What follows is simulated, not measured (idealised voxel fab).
Title: Process Module voxel wiring stack
This is section cut - it's 205 nm across, gridded in 5 nm square cells.
A cross-section in this document is a grid of square cells, and it is written down as bands, the top band listed before the ones below it; a band is made up of one or more rows of cells. Within each band entry, the heights of the top and of the bottom of the band appear first, in that order and in nm; the materials of the band then follow from left to right, each with its corresponding width in nm. The designation "edge to edge" on a single material indicates that it fills the band from edge to edge; the designation "empty" indicates empty space. Beneath 0, the wafer as received is one material, and that level is where height counting begins. The lowest band goes on downward without a bottom; it is written like "z 0 and below". Graded width ("30->40"): value in top row of band = first number; value in bottom row = second number; row-to-row change constant. It should be understood that the words "nothing got changed", when stated for a given step, signify that the cross-section underwent no change in any of its cells during that step. In the "Internal closed voids" entry, you get each enclosed empty space of 8 cells or more, one with no open way to the top, written width x height at distance, distance from the left edge, in nm. Read whatever lies past the settings on a step's line as the simulator's own remark about the step. overlay nm: mask right of planned place by this much (step with mask). Neg. = left.
[The following list gives the planned process steps]
1) RECEIVE | material Si
2) CONFORMAL_DEP | material SiO2 | thk nm 15
3) DIRECTIONAL_DEP | material TiN | thk nm 5
4) DIRECTIONAL_DEP | material W | thk nm 20
5) PATTERN | tone cover | mask id METAL_1 | material resist | width nm 30 | pitch nm 45 | thk nm 15 | overlay nm 0
6) DIRECTIONAL_ETCH | etch materials W | depth nm 20
7) DIRECTIONAL_ETCH | etch materials TiN | depth nm 5
8) STRIP | etch materials resist
9) FILL_DEP | material lowk | thk nm 10
10) CMP | height nm 40
11) CONFORMAL_DEP | material SiCN | thk nm 5
12) DIRECTIONAL_DEP | material lowk | thk nm 15
13) DIRECTIONAL_DEP | material aC | thk nm 15
14) PATTERN | tone open | mask id PLUG_1 | material resist | width nm 15 | pitch nm 45 | thk nm 30 | overlay nm 0
15) DIRECTIONAL_ETCH | etch materials aC | depth nm 15
16) STRIP | etch materials resist
17) DIRECTIONAL_ETCH | etch materials lowk | depth nm 15
18) DIRECTIONAL_ETCH | etch materials SiCN | depth nm 5
19) STRIP | etch materials aC
20) EPI | material Ru | thk nm 10
21) EPI | material Ru | thk nm 10
22) DIRECTIONAL_DEP | material TiN | thk nm 5
23) DIRECTIONAL_DEP | material Ru | thk nm 25
24) PATTERN | tone cover | mask id METAL_2 | material resist | width nm 30 | pitch nm 45 | thk nm 15 | overlay nm 0
25) DIRECTIONAL_ETCH | etch materials Ru | depth nm 25
26) DIRECTIONAL_ETCH | etch materials TiN | depth nm 5
27) STRIP | etch materials resist
28) FILL_DEP | material SiO2 | thk nm 10
29) CMP | height nm 90
30) CONFORMAL_DEP | material SiCN | thk nm 5
31) DIRECTIONAL_DEP | material SiO2 | thk nm 15
32) DIRECTIONAL_DEP | material aC | thk nm 15
33) PATTERN | tone open | mask id PLUG_2 | material resist | width nm 15 | pitch nm 90 | thk nm 35 | overlay nm 0
34) DIRECTIONAL_ETCH | etch materials aC | depth nm 15
35) STRIP | etch materials resist
36) DIRECTIONAL_ETCH | etch materials SiO2 | depth nm 15
37) DIRECTIONAL_ETCH | etch materials SiCN | depth nm 5
38) STRIP | etch materials aC
39) CONFORMAL_DEP | material TiN | thk nm 5
40) FILL_DEP | material Ru | thk nm 5
41) CMP | height nm 110
42) DIRECTIONAL_DEP | material TiN | thk nm 5
43) DIRECTIONAL_DEP | material Ru | thk nm 15
44) MASKED_ETCH | tone cover | mask id METAL_3 | width nm 30 | pitch nm 45 | etch materials Ru | depth nm 15 | overlay nm 0
45) MASKED_ETCH | tone cover | mask id METAL_3 | width nm 30 | pitch nm 45 | etch materials TiN | depth nm 5 | overlay nm 0
46) CONFORMAL_DEP | material SiCN | thk nm 5
47) FILL_DEP | material SiO2 | thk nm 5
48) CMP | height nm 130
49) CONFORMAL_DEP | material SiN | thk nm 5
[Received-state cross-section, reflecting completion of step 1]
> z 0 and below: Si edge to edge
> Internal closed voids: none
[Below is the wafer in cross-section after the module was completed. It began from the starting point shown above and followed the plan shown above, except that one mistake was made while running it]
> z 135 to 130: SiN edge to edge
> z 130 to 115: SiO2 15 nm, then SiCN 5 nm, then Ru 30 nm, then SiCN 5 nm, then SiO2 5 nm, then SiCN 5 nm, then Ru 30 nm, then SiCN 5 nm, then SiO2 5 nm, then SiCN 5 nm, then Ru 30 nm, then SiCN 5 nm, then SiO2 5 nm, then SiCN 5 nm, then Ru 30 nm, then SiCN 5 nm, then SiO2 15 nm
> z 115 to 110: SiCN 20 nm, then TiN 30 nm, then SiCN 15 nm, then TiN 30 nm, then SiCN 15 nm, then TiN 30 nm, then SiCN 15 nm, then TiN 30 nm, then SiCN 20 nm
> z 110 to 95: SiO2 30 nm, then TiN 5 nm, then Ru 5 nm, then TiN 5 nm, then SiO2 75 nm, then TiN 5 nm, then Ru 5 nm, then TiN 5 nm, then SiO2 70 nm
> z 95 to 90: SiCN 30 nm, then TiN 15 nm, then SiCN 75 nm, then TiN 15 nm, then SiCN 70 nm
> z 90 to 65: SiO2 20 nm, then Ru 30 nm, then SiO2 15 nm, then Ru 30 nm, then SiO2 15 nm, then Ru 30 nm, then SiO2 15 nm, then Ru 30 nm, then SiO2 20 nm
> z 65 to 60: SiO2 20 nm, then TiN 30 nm, then SiO2 15 nm, then TiN 30 nm, then SiO2 15 nm, then TiN 30 nm, then SiO2 15 nm, then TiN 30 nm, then SiO2 20 nm
> z 60 to 45: lowk 20 nm, then Ru 15 nm, then lowk 30 nm, then Ru 15 nm, then lowk 30 nm, then Ru 15 nm, then lowk 30 nm, then Ru 15 nm, then lowk 35 nm
> z 45 to 40: SiCN 20 nm, then Ru 15 nm, then SiCN 30 nm, then Ru 15 nm, then SiCN 30 nm, then Ru 15 nm, then SiCN 30 nm, then Ru 15 nm, then SiCN 35 nm
> z 40 to 20: lowk 20 nm, then W 30 nm, then lowk 15 nm, then W 30 nm, then lowk 15 nm, then W 30 nm, then lowk 15 nm, then W 30 nm, then lowk 20 nm
> z 20 to 15: lowk 20 nm, then TiN 30 nm, then lowk 15 nm, then TiN 30 nm, then lowk 15 nm, then TiN 30 nm, then lowk 15 nm, then TiN 30 nm, then lowk 20 nm
> z 15 to 0: SiO2 edge to edge
> z 0 and below: Si edge to edge
> Internal closed voids: none
Deviation noted in wafer processing: step 33 ran with different settings than intended, the actual operation and settings being PATTERN | tone open | mask id PLUG_2 | material resist | width nm 15 | pitch nm 90 | thk nm 35 | overlay nm 10
